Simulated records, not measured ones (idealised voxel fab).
process module | voxel self aligned vias
cross-section cut | 225 nm wide | cells 5 nm
A cross-section is a grid of square cells, given in bands from the top down. A band is one or more rows of cells.
Each band's line starts with the height of the band's top and of its bottom, in nm. Then come its materials from left to right, each with its width in nm. One material with "throughout" fills the band from edge to edge. "air" is empty space.
Height 0 is the level under which the wafer as received is all one material. The lowest band goes on downwards, as in "0 down".
A width such as "30 to 40" changes by the same amount from each row of cells to the next, from the band's top row to its bottom row.
"no change" after a step means that no cell of the cross-section changed.
closed voids: empty space of 8 cells or more with no open way to the top, each as width x height at its distance from the left edge, in nm
after a step's settings: what the simulator itself notes on the step
overlay nm, on a step with a mask: how far to the right of its planned place the mask lay; to the left if negative
plan
1 op RECEIVE | material Si
2 op CONFORMAL_DEP | material SiO2 | thk nm 15
3 op CONFORMAL_DEP | material SiCN | thk nm 5
4 op DIRECTIONAL_DEP | material lowk | thk nm 20
5 op PATTERN | tone open | mask id LINES | material resist | width nm 20 | pitch nm 65 | thk nm 15 | overlay nm 0
6 op DIRECTIONAL_ETCH | etch materials lowk | depth nm 20
7 op STRIP | etch materials resist
8 op CONFORMAL_DEP | material TiN | thk nm 5
9 op FILL_DEP | material Ru | thk nm 5
10 op CMP | height nm 40
11 op SELECTIVE_ETCH | etch materials W Ru TiN | depth nm 5
12 op FILL_DEP | material SiN | thk nm 10
13 op CMP | height nm 40
14 op DIRECTIONAL_DEP | material lowk | thk nm 15
15 op DIRECTIONAL_DEP | material aC | thk nm 15
16 op PATTERN | tone open | mask id VIAS | material resist | width nm 40 | pitch nm 65 | thk nm 35 | overlay nm 0
17 op DIRECTIONAL_ETCH | etch materials aC | depth nm 15
18 op STRIP | etch materials resist
19 op DIRECTIONAL_ETCH | etch materials lowk | depth nm 15
20 op DIRECTIONAL_ETCH | etch materials SiN | depth nm 5
21 op STRIP | etch materials aC
22 op CONFORMAL_DEP | material TiN | thk nm 5
23 op FILL_DEP | material W | thk nm 5
24 op CMP | height nm 55
25 op CONFORMAL_DEP | material SiCN | thk nm 5
first wafer, as planned
as received, after step 1
  0 down: Si throughout
  closed voids: none
after step 2
  15 to 0: SiO2 throughout
  below 0: unchanged
after step 3
  20 to 15: SiCN throughout
  below 15: unchanged
after step 4
  40 to 20: lowk throughout
  below 20: unchanged
after step 5
  55 to 40: resist 35 | air 20 | resist 45 | air 20 | resist 45 | air 20 | resist 40
  below 40: unchanged
after step 6
  55 to 40: resist 35 | air 20 | resist 45 | air 20 | resist 45 | air 20 | resist 40
  40 to 20: lowk 35 | air 20 | lowk 45 | air 20 | lowk 45 | air 20 | lowk 40
  below 20: unchanged
after step 7
  40 to 20: lowk 35 | air 20 | lowk 45 | air 20 | lowk 45 | air 20 | lowk 40
  below 20: unchanged
after step 8
  45 to 40: TiN 40 | air 10 | TiN 55 | air 10 | TiN 55 | air 10 | TiN 45
  40 to 25: lowk 35 | TiN 5 | air 10 | TiN 5 | lowk 45 | TiN 5 | air 10 | TiN 5 | lowk 45 | TiN 5 | air 10 | TiN 5 | lowk 40
  25 to 20: lowk 35 | TiN 20 | lowk 45 | TiN 20 | lowk 45 | TiN 20 | lowk 40
  below 20: unchanged
after step 9
  50 to 45: Ru throughout
  45 to 40: TiN 40 | Ru 10 | TiN 55 | Ru 10 | TiN 55 | Ru 10 | TiN 45
  40 to 25: lowk 35 | TiN 5 | Ru 10 | TiN 5 | lowk 45 | TiN 5 | Ru 10 | TiN 5 | lowk 45 | TiN 5 | Ru 10 | TiN 5 | lowk 40
  below 25: unchanged
after step 10
  40 to 25: lowk 35 | TiN 5 | Ru 10 | TiN 5 | lowk 45 | TiN 5 | Ru 10 | TiN 5 | lowk 45 | TiN 5 | Ru 10 | TiN 5 | lowk 40
  below 25: unchanged
after step 11
  40 to 35: lowk 35 | air 20 | lowk 45 | air 20 | lowk 45 | air 20 | lowk 40
  below 35: unchanged
after step 12
  50 to 40: SiN throughout
  40 to 35: lowk 35 | SiN 20 | lowk 45 | SiN 20 | lowk 45 | SiN 20 | lowk 40
  below 35: unchanged
after step 13
  40 to 35: lowk 35 | SiN 20 | lowk 45 | SiN 20 | lowk 45 | SiN 20 | lowk 40
  below 35: unchanged
after step 14
  55 to 40: lowk throughout
  below 40: unchanged
after step 15
  70 to 55: aC throughout
  below 55: unchanged
after step 16
  105 to 70: resist 25 | air 40 | resist 25 | air 40 | resist 25 | air 40 | resist 30
  below 70: unchanged
after step 17
  90 to 70: resist 25 | air 40 | resist 25 | air 40 | resist 25 | air 40 | resist 30
  70 to 55: aC 25 | air 40 | aC 25 | air 40 | aC 25 | air 40 | aC 30
  below 55: unchanged
after step 18
  70 to 55: aC 25 | air 40 | aC 25 | air 40 | aC 25 | air 40 | aC 30
  below 55: unchanged
after step 19
  70 to 55: aC 25 | air 40 | aC 25 | air 40 | aC 25 | air 40 | aC 30
  55 to 40: lowk 25 | air 40 | lowk 25 | air 40 | lowk 25 | air 40 | lowk 30
  below 40: unchanged
after step 20
  70 to 55: aC 25 | air 40 | aC 25 | air 40 | aC 25 | air 40 | aC 30
  55 to 40: lowk 25 | air 40 | lowk 25 | air 40 | lowk 25 | air 40 | lowk 30
  40 to 35: lowk 35 | air 20 | lowk 45 | air 20 | lowk 45 | air 20 | lowk 40
  below 35: unchanged
after step 21
  55 to 40: lowk 25 | air 40 | lowk 25 | air 40 | lowk 25 | air 40 | lowk 30
  below 40: unchanged
after step 22
  60 to 55: TiN 30 | air 30 | TiN 35 | air 30 | TiN 35 | air 30 | TiN 35
  55 to 45: lowk 25 | TiN 5 | air 30 | TiN 5 | lowk 25 | TiN 5 | air 30 | TiN 5 | lowk 25 | TiN 5 | air 30 | TiN 5 | lowk 30
  45 to 40: lowk 25 | TiN 15 | air 10 | TiN 15 | lowk 25 | TiN 15 | air 10 | TiN 15 | lowk 25 | TiN 15 | air 10 | TiN 15 | lowk 30
  40 to 35: lowk 35 | TiN 20 | lowk 45 | TiN 20 | lowk 45 | TiN 20 | lowk 40
  below 35: unchanged
after step 23
  65 to 60: W throughout
  60 to 55: TiN 30 | W 30 | TiN 35 | W 30 | TiN 35 | W 30 | TiN 35
  55 to 45: lowk 25 | TiN 5 | W 30 | TiN 5 | lowk 25 | TiN 5 | W 30 | TiN 5 | lowk 25 | TiN 5 | W 30 | TiN 5 | lowk 30
  45 to 40: lowk 25 | TiN 15 | W 10 | TiN 15 | lowk 25 | TiN 15 | W 10 | TiN 15 | lowk 25 | TiN 15 | W 10 | TiN 15 | lowk 30
  below 40: unchanged
after step 24
  55 to 45: lowk 25 | TiN 5 | W 30 | TiN 5 | lowk 25 | TiN 5 | W 30 | TiN 5 | lowk 25 | TiN 5 | W 30 | TiN 5 | lowk 30
  below 45: unchanged
after step 25
  60 to 55: SiCN throughout
  below 55: unchanged
second wafer: like start, like plan, one mistake. Through step 15 it matches the first wafer
when step 16 should have ended
  105 to 70: air 25 | resist 40 | air 25 | resist 40 | air 25 | resist 40 | air 30
  below 70: unchanged
when step 17 should have ended
  90 to 70: air 25 | resist 40 | air 25 | resist 40 | air 25 | resist 40 | air 30
  70 to 55: air 25 | aC 40 | air 25 | aC 40 | air 25 | aC 40 | air 30
  below 55: unchanged
when step 18 should have ended
  70 to 55: air 25 | aC 40 | air 25 | aC 40 | air 25 | aC 40 | air 30
  below 55: unchanged
when step 19 should have ended
  70 to 55: air 25 | aC 40 | air 25 | aC 40 | air 25 | aC 40 | air 30
  55 to 40: air 25 | lowk 40 | air 25 | lowk 40 | air 25 | lowk 40 | air 30
  below 40: unchanged
when step 20 should have ended: no change
when step 21 should have ended
  55 to 40: air 25 | lowk 40 | air 25 | lowk 40 | air 25 | lowk 40 | air 30
  below 40: unchanged
when step 22 should have ended
  60 to 55: air 20 | TiN 50 | air 15 | TiN 50 | air 15 | TiN 50 | air 25
  55 to 45: air 20 | TiN 5 | lowk 40 | TiN 5 | air 15 | TiN 5 | lowk 40 | TiN 5 | air 15 | TiN 5 | lowk 40 | TiN 5 | air 25
  45 to 40: TiN 25 | lowk 40 | TiN 25 | lowk 40 | TiN 25 | lowk 40 | TiN 30
  below 40: unchanged
when step 23 should have ended
  65 to 60: W throughout
  60 to 55: W 20 | TiN 50 | W 15 | TiN 50 | W 15 | TiN 50 | W 25
  55 to 45: W 20 | TiN 5 | lowk 40 | TiN 5 | W 15 | TiN 5 | lowk 40 | TiN 5 | W 15 | TiN 5 | lowk 40 | TiN 5 | W 25
  below 45: unchanged
when step 24 should have ended
  55 to 45: W 20 | TiN 5 | lowk 40 | TiN 5 | W 15 | TiN 5 | lowk 40 | TiN 5 | W 15 | TiN 5 | lowk 40 | TiN 5 | W 25
  below 45: unchanged
when step 25 should have ended
  60 to 55: SiCN throughout
  below 55: unchanged
what went wrong: step 16 ran as: op PATTERN | tone cover | mask id VIAS | material resist | width nm 40 | pitch nm 65 | thk nm 35 | overlay nm 0
at the end the second wafer has, in cells: 12 more of SiN | 9 fewer of TiN | 12 fewer of W | 9 more of lowk
